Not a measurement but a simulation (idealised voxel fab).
The process module presented herein is designated voxel capacitor over wiring.
We display cut, a cross-section 270 nm in width whose square cells are each 5 nm.
Each cross-section below is a grid of square cells, stated as bands in top-down order, with one or more rows of cells making up each band.
Band entry format. Leading values: height of top, height of bottom, nm. Remainder: materials in left-to-right order, each with its width in nm. Special words: "all across" on a single material, which then fills the band edge to edge; "empty", empty space.
Height reference: 0 = level under which incoming wafer is all one material. Lowest band: no bottom, runs on downward, e.g. "0 and below".
When a width is written as two numbers, as in "30..40", the first number is the width in the top row of cells of the band and the second is the width in its bottom row, and the width changes by the same amount from each row to the next.
Given "no modifications" for a step, no cell of the cross-section differs between before and after that step.
"Non-vented voids" means: voids of 8 cells or more that are shut off from the top with no open way through. Written width x height at distance, distance from the left edge, in nm.
Formally, on a step line, whatever follows the settings is a remark that the simulator itself makes on the step.
The setting "overlay nm" may be written on the line of a step. When the step uses a mask, the value reports how far to the right of the planned place the mask lay, and a negative value reports that it lay to the left.
Steps in the process plan:
| 1 | RECEIVE,material Si |
| 2 | CONFORMAL_DEP,material SiO2,thk nm 10 |
| 3 | CONFORMAL_DEP,material SiN,thk nm 5 |
| 4 | DIRECTIONAL_DEP,material SiO2,thk nm 20 |
| 5 | MASKED_ETCH,tone open,mask id METAL_1,width nm 20,pitch nm 85,etch materials SiO2,depth nm 20,overlay nm 0 |
| 6 | MASKED_ETCH,tone open,mask id METAL_1,width nm 20,pitch nm 85,etch materials SiN,depth nm 5,overlay nm 0 |
| 7 | CONFORMAL_DEP,material TiN,thk nm 5 |
| 8 | FILL_DEP,material Cu,thk nm 10 |
| 9 | CMP,height nm 35 |
| 10 | CONFORMAL_DEP,material SiCN,thk nm 5 |
| 11 | DIRECTIONAL_DEP,material lowk,thk nm 20 |
| 12 | DIRECTIONAL_DEP,material aC,thk nm 15 |
| 13 | PATTERN,tone open,mask id PLUG_1,material resist,width nm 15,thk nm 35,overlay nm 0 |
| 14 | DIRECTIONAL_ETCH,etch materials aC,depth nm 15 |
| 15 | STRIP,etch materials resist |
| 16 | DIRECTIONAL_ETCH,etch materials lowk,depth nm 20 |
| 17 | DIRECTIONAL_ETCH,etch materials SiCN,depth nm 5 |
| 18 | STRIP,etch materials aC |
| 19 | CONFORMAL_DEP,material TiN,thk nm 5 |
| 20 | FILL_DEP,material Ru,thk nm 5 |
| 21 | CMP,height nm 60 |
| 22 | DIRECTIONAL_DEP,material TiN,thk nm 10 |
| 23 | DIRECTIONAL_DEP,material HfO2,thk nm 5 |
| 24 | DIRECTIONAL_DEP,material TiN,thk nm 5 |
| 25 | DIRECTIONAL_DEP,material aC,thk nm 10 |
| 26 | PATTERN,tone cover,mask id UPPER_PLATE,material resist,width nm 70,thk nm 25,overlay nm 0 |
| 27 | DIRECTIONAL_ETCH,etch materials aC,depth nm 10 |
| 28 | STRIP,etch materials resist |
| 29 | DIRECTIONAL_ETCH,etch materials TiN,depth nm 5 |
| 30 | DIRECTIONAL_ETCH,etch materials HfO2,depth nm 5 |
| 31 | STRIP,etch materials aC |
| 32 | DIRECTIONAL_DEP,material aC,thk nm 15 |
| 33 | PATTERN,tone cover,mask id LOWER_PLATE,material resist,width nm 80,thk nm 30,overlay nm 0 |
| 34 | DIRECTIONAL_ETCH,etch materials aC,depth nm 15 |
| 35 | STRIP,etch materials resist |
| 36 | DIRECTIONAL_ETCH,etch materials TiN,depth nm 10 |
| 37 | STRIP,etch materials aC |
| 38 | FILL_DEP,material SiO2,thk nm 20 |
| 39 | CMP,height nm 95 |
| 40 | PATTERN,tone open,mask id PLUG_2,material resist,width nm 15,thk nm 15,overlay nm 0 |
| 41 | DIRECTIONAL_ETCH,etch materials SiO2,depth nm 15 |
| 42 | STRIP,etch materials resist |
| 43 | CONFORMAL_DEP,material TiN,thk nm 5 |
| 44 | FILL_DEP,material Cu,thk nm 10 |
| 45 | CMP,height nm 95 |
| 46 | CONFORMAL_DEP,material SiCN,thk nm 5 |
Cross-section of the wafer at receipt, which is the condition after step 1:
	0 and below | Si all across
	Non-vented voids: none
Figure: cross-sectional view of the wafer upon completion of the module, processed from the initial state and according to the plan depicted above, with one error introduced during execution:
	100 down to 95 | SiCN all across
	95 down to 85 | SiO2 95, TiN 5, Cu 5, TiN 5, SiO2 160
	85 down to 75 | SiO2 95..85, TiN 15..70, SiO2 160..115
	75 down to 70 | SiO2 85, HfO2 70, SiO2 115
	70 down to 60 | SiO2 80, TiN 80, SiO2 110
	60 down to 40 | lowk 85, TiN 5, Ru 5, TiN 5, lowk 170
	40 down to 35 | SiCN 85, TiN 15, SiCN 170
	35 down to 20 | SiO2 80, TiN 5, Cu 15, TiN 5, SiO2 60, TiN 5, Cu 15, TiN 5, SiO2 80
	20 down to 15 | SiO2 80, TiN 5, Cu 10, TiN 10, SiO2 60, TiN 5, Cu 10, TiN 10, SiO2 80
	15 down to 10 | SiN 80, TiN 20, SiN 65, TiN 20, SiN 85
	10 down to 0 | SiO2 all across
	0 and below | Si all across
	Non-vented voids: none
Where did the run depart from the plan? rather than as planned, step 5 actually ran as MASKED_ETCH,tone open,mask id METAL_1,width nm 25,pitch nm 85,etch materials SiO2,depth nm 20,overlay nm 0
